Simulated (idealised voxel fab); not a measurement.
Title: Process Module voxel fin reveal
It is cross-section cut that appears here, measuring 295 nm in width, its square cells being 5 nm in size.
Throughout this document, each cross-section is represented as a grid of square cells and is presented as a sequence of bands enumerated from the top downward, where a band comprises one or more rows of cells.
A band entry consists of two parts. The first gives the height of the band's top and the height of its bottom, in nm. The rest lists the band's materials from left to right, each with its width in nm. A single material labelled with the word "throughout" fills the band from edge to edge, and the word "air" marks empty space.
The reference from which all heights are counted is 0, the level beneath which the as-received wafer is entirely one material; the lowest band, having no lower bound, proceeds downward and is written after the example "0..down".
Width "30->40": first value at the band's top row of cells, second value at its bottom row, equal change from row to row.
"nothing changed" (step): cross-section cells unchanged, all of them.
The entry "Cavities, sealed" lists the empty spaces that cover at least 8 cells and have no open path to the top. Each is written as width x height at distance, where the distance is measured from the left edge and all three values are in nm.
Note: text after step settings on the step line = simulator remark on that step.
You can add "overlay nm" to a step's line. For a step with a mask, it describes how far the mask lay to the right of its planned position, and a negative number describes a lay to the left.

Steps in the process plan
step 1: RECEIVE | material Si
step 2: CONFORMAL_DEP | material SiN | thk nm 10
step 3: DIRECTIONAL_DEP | material aC | thk nm 10
step 4: PATTERN | tone cover | mask id FINS | material resist | width nm 15 | pitch nm 45 | thk nm 30 | overlay nm 0
step 5: DIRECTIONAL_ETCH | etch materials aC | depth nm 10
step 6: STRIP | etch materials resist
step 7: DIRECTIONAL_ETCH | etch materials SiN | depth nm 10
step 8: DIRECTIONAL_ETCH | etch materials Si | depth nm 40
step 9: STRIP | etch materials aC
step 10: FILL_DEP | material SiO2 | thk nm 5
step 11: CMP | height nm 10
step 12: SELECTIVE_ETCH | etch materials SiO2 | depth nm 25
step 13: STRIP | etch materials SiN

Wafer at receipt (post step 1), cross-section
  0..down = Si throughout
  Cavities, sealed: none

Cross-section at module end, one run error; start and plan unchanged from above
  0..-15 = air 70 nm, then Si 15 nm, then air 30 nm, then Si 15 nm, then air 30 nm, then Si 15 nm, then air 30 nm, then Si 15 nm, then air 75 nm
  -15..-80 = SiO2 70 nm, then Si 15 nm, then SiO2 30 nm, then Si 15 nm, then SiO2 30 nm, then Si 15 nm, then SiO2 30 nm, then Si 15 nm, then SiO2 75 nm
  -80..down = Si throughout
  Cavities, sealed: none
What was the processing mistake? step 8 in the plan was executed twice
